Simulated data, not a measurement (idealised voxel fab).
Process module heading - voxel self aligned vias
Square cells of 5 nm make up the cross-section cut, whose width is 285 nm.
Think of the cross-section as a grid of square cells. We describe it in bands, top to bottom, and each band covers one or more rows of those cells. Heights first: top, then bottom, in nm. Then materials, left to right, each with a width in nm. "everywhere" on a single material: fills the band edge to edge. "blank": empty space. Heights are reckoned from 0. Under this level, the received wafer is all of one material. The bottommost band is open-ended downward, for example "0 -> down". With a width like "30..40", each row of cells in the band differs from the next by the same amount, the top row carrying the first number and the bottom row the second. It should be understood that the words "no modification", when stated for a given step, signify that the cross-section underwent no change in any of its cells during that step. Under "Closed internal cavities" you'll find the enclosed gaps, the ones with no way out to the top, that are 8 cells or bigger; each reads width x height at distance, with distance counted from the left edge, everything in nm. Formally, on a step line, whatever follows the settings is a remark that the simulator itself makes on the step. "overlay nm", when on a step's line for a step with a mask, measures how far to the right of its planned place the mask lay; a negative measure means to the left.

The following list gives the planned process steps:
1 op RECEIVE | material Si
2 op CONFORMAL_DEP | material SiO2 | thk nm 15
3 op CONFORMAL_DEP | material SiCN | thk nm 5
4 op DIRECTIONAL_DEP | material SiO2 | thk nm 20
5 op DIRECTIONAL_DEP | material aC | thk nm 15
6 op PATTERN | tone open | mask id LINES | material resist | width nm 20 | pitch nm 55 | thk nm 30 | overlay nm 0
7 op DIRECTIONAL_ETCH | etch materials aC | depth nm 15
8 op STRIP | etch materials resist
9 op DIRECTIONAL_ETCH | etch materials SiO2 | depth nm 20
10 op STRIP | etch materials aC
11 op CONFORMAL_DEP | material TiN | thk nm 5
12 op FILL_DEP | material Ru | thk nm 5
13 op CMP | height nm 40
14 op SELECTIVE_ETCH | etch materials W Ru TiN | depth nm 10
15 op FILL_DEP | material SiN | thk nm 10
16 op CMP | height nm 40
17 op DIRECTIONAL_DEP | material SiO2 | thk nm 20
18 op PATTERN | tone open | mask id VIAS | material resist | width nm 30 | thk nm 15 | overlay nm 0
19 op DIRECTIONAL_ETCH | etch materials SiO2 | depth nm 20
20 op DIRECTIONAL_ETCH | etch materials SiN | depth nm 10
21 op STRIP | etch materials resist
22 op CONFORMAL_DEP | material TiN | thk nm 5
23 op FILL_DEP | material Cu | thk nm 5
24 op CMP | height nm 60
25 op CONFORMAL_DEP | material SiCN | thk nm 5

Cross-sectional view of the wafer in its as-received condition, corresponding to the state after step 1:
> 0 -> down | Si everywhere
> Closed internal cavities: none

Same starting wafer, same plan as above, one mistake in the execution; this is the cross-section at the end of the module:
> 65 -> 60 | SiCN everywhere
> 60 -> 40 | 100 nm SiO2, then 5 nm TiN, then 20 nm Cu, then 5 nm TiN, then 155 nm SiO2
> 40 -> 35 | 100 nm SiN, then 10 nm TiN, then 10 nm Cu, then 10 nm TiN, then 155 nm SiN
> 35 -> 30 | 105 nm SiO2, then 20 nm TiN, then 35 nm SiO2, then 20 nm SiN, then 105 nm SiO2
> 30 -> 20 | 105 nm SiO2, then 5 nm TiN, then 10 nm Ru, then 5 nm TiN, then 35 nm SiO2, then 5 nm TiN, then 10 nm Ru, then 5 nm TiN, then 105 nm SiO2
> 20 -> 15 | 105 nm SiO2, then 20 nm TiN, then 35 nm SiO2, then 20 nm TiN, then 105 nm SiO2
> 15 -> 0 | SiO2 everywhere
> 0 -> down | Si everywhere
> Closed internal cavities: none
The plan and the run diverged here: heads up, step 3 of the plan was skipped and never actually ran
